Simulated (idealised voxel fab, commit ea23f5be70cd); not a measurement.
process module | voxel transistor to metal
cross-section cut | 155 nm wide | cells 5 nm
A cross-section is a grid of square cells, given in bands from the top down. A band is one or more rows of cells.
Each band's line starts with the height of the band's top and of its bottom, in nm. Then come its materials from left to right, each with its width in nm. One material with "throughout" fills the band from edge to edge. "air" is empty space.
Height 0 is the level under which the wafer as received is all one material. The lowest band goes on downwards, as in "0 down".
A width such as "30 to 40" changes by the same amount from each row of cells to the next, from the band's top row to its bottom row.
"no change" after a step means that no cell of the cross-section changed.
closed voids: empty space of 8 cells or more with no open way to the top, each as width x height at its distance from the left edge, in nm
after a step's settings: what the simulator itself notes on the step
overlay nm, on a step with a mask: how far to the right of its planned place the mask lay; to the left if negative
plan
1 op RECEIVE | material Si
2 op OXIDIZE | depth nm 5
3 op CONFORMAL_DEP | material SiN | thk nm 15
4 op DIRECTIONAL_DEP | material aC | thk nm 15
5 op PATTERN | tone cover | mask id ACTIVE | material resist | width nm 110 | thk nm 35 | overlay nm 0
6 op DIRECTIONAL_ETCH | etch materials aC | depth nm 15
7 op STRIP | etch materials resist
8 op DIRECTIONAL_ETCH | etch materials SiN | depth nm 15
9 op DIRECTIONAL_ETCH | etch materials SiO2 | depth nm 5
10 op DIRECTIONAL_ETCH | etch materials Si | depth nm 35
11 op STRIP | etch materials aC
12 op OXIDIZE | depth nm 5
13 op FILL_DEP | material SiO2 | thk nm 15
14 op CMP | height nm 15
15 op SELECTIVE_ETCH | etch materials SiO2 | depth nm 10
16 op STRIP | etch materials SiN
17 op SELECTIVE_ETCH | etch materials SiO2 | depth nm 5
18 op OXIDIZE | depth nm 5
19 op DIRECTIONAL_DEP | material polySi | thk nm 25
20 op DIRECTIONAL_DEP | material SiCN | thk nm 10
21 op DIRECTIONAL_DEP | material aC | thk nm 10
22 op PATTERN | tone cover | mask id GATE | material resist | width nm 20 | thk nm 25 | overlay nm -15
23 op DIRECTIONAL_ETCH | etch materials aC | depth nm 10
24 op STRIP | etch materials resist
25 op DIRECTIONAL_ETCH | etch materials SiCN | depth nm 20
26 op DIRECTIONAL_ETCH | etch materials polySi | depth nm 35
27 op STRIP | etch materials aC
28 op CONFORMAL_DEP | material SiN | thk nm 5
29 op DIRECTIONAL_ETCH | etch materials SiN | depth nm 5
30 op DIRECTIONAL_ETCH | etch materials SiO2 | depth nm 5
31 op DIRECTIONAL_ETCH | etch materials Si | depth nm 10
32 op EPI | material pSi | thk nm 15
33 op FILL_DEP | material SiO2 | thk nm 10
34 op CMP | height nm 30
35 op DIRECTIONAL_DEP | material SiO2 | thk nm 15
36 op MASKED_ETCH | tone open | mask id CONTACT | width nm 30 | pitch nm 60 | etch materials SiO2 | depth nm 50 | overlay nm 0
37 op CONFORMAL_DEP | material TiN | thk nm 5
38 op FILL_DEP | material Ru | thk nm 10
39 op CMP | height nm 45
40 op CONFORMAL_DEP | material SiCN | thk nm 5
41 op DIRECTIONAL_DEP | material SiO2 | thk nm 25
42 op PATTERN | tone open | mask id METAL_1 | material resist | width nm 20 | pitch nm 70 | thk nm 20 | overlay nm 0
43 op DIRECTIONAL_ETCH | etch materials SiO2 | depth nm 25
44 op DIRECTIONAL_ETCH | etch materials SiCN | depth nm 5
45 op STRIP | etch materials resist
46 op CONFORMAL_DEP | material TiN | thk nm 5
47 op FILL_DEP | material W | thk nm 5
48 op CMP | height nm 75
49 op EPI | material Ru | thk nm 5
50 op FILL_DEP | material SiCN | thk nm 5
varied across the wafers: overlay nm of step 22. The plan shows the first wafer's value. All wafers start alike
first wafer as received, after step 1
  0 down: Si throughout
  closed voids: none
each wafer at the end: cells of each material gained (+) or lost (-) since it was received, then its closed voids
overlay nm -15 | +61 Ru | -167 Si | +81 SiCN | +16 SiN | +368 SiO2 | +72 TiN | +20 W | +56 pSi | +20 polySi | closed voids: none
overlay nm -10 | +64 Ru | -167 Si | +81 SiCN | +16 SiN | +363 SiO2 | +74 TiN | +20 W | +56 pSi | +20 polySi | closed voids: none
overlay nm -5 | +67 Ru | -167 Si | +81 SiCN | +16 SiN | +358 SiO2 | +76 TiN | +20 W | +56 pSi | +20 polySi | closed voids: none
overlay nm 0 | +72 Ru | -167 Si | +81 SiCN | +16 SiN | +353 SiO2 | +76 TiN | +20 W | +56 pSi | +20 polySi | closed voids: none
overlay nm 5 | +67 Ru | -167 Si | +81 SiCN | +16 SiN | +358 SiO2 | +76 TiN | +20 W | +56 pSi | +20 polySi | closed voids: none
overlay nm 10 | +64 Ru | -167 Si | +81 SiCN | +16 SiN | +363 SiO2 | +74 TiN | +20 W | +56 pSi | +20 polySi | closed voids: none
overlay nm 15 | +61 Ru | -167 Si | +81 SiCN | +16 SiN | +368 SiO2 | +72 TiN | +20 W | +56 pSi | +20 polySi | closed voids: none
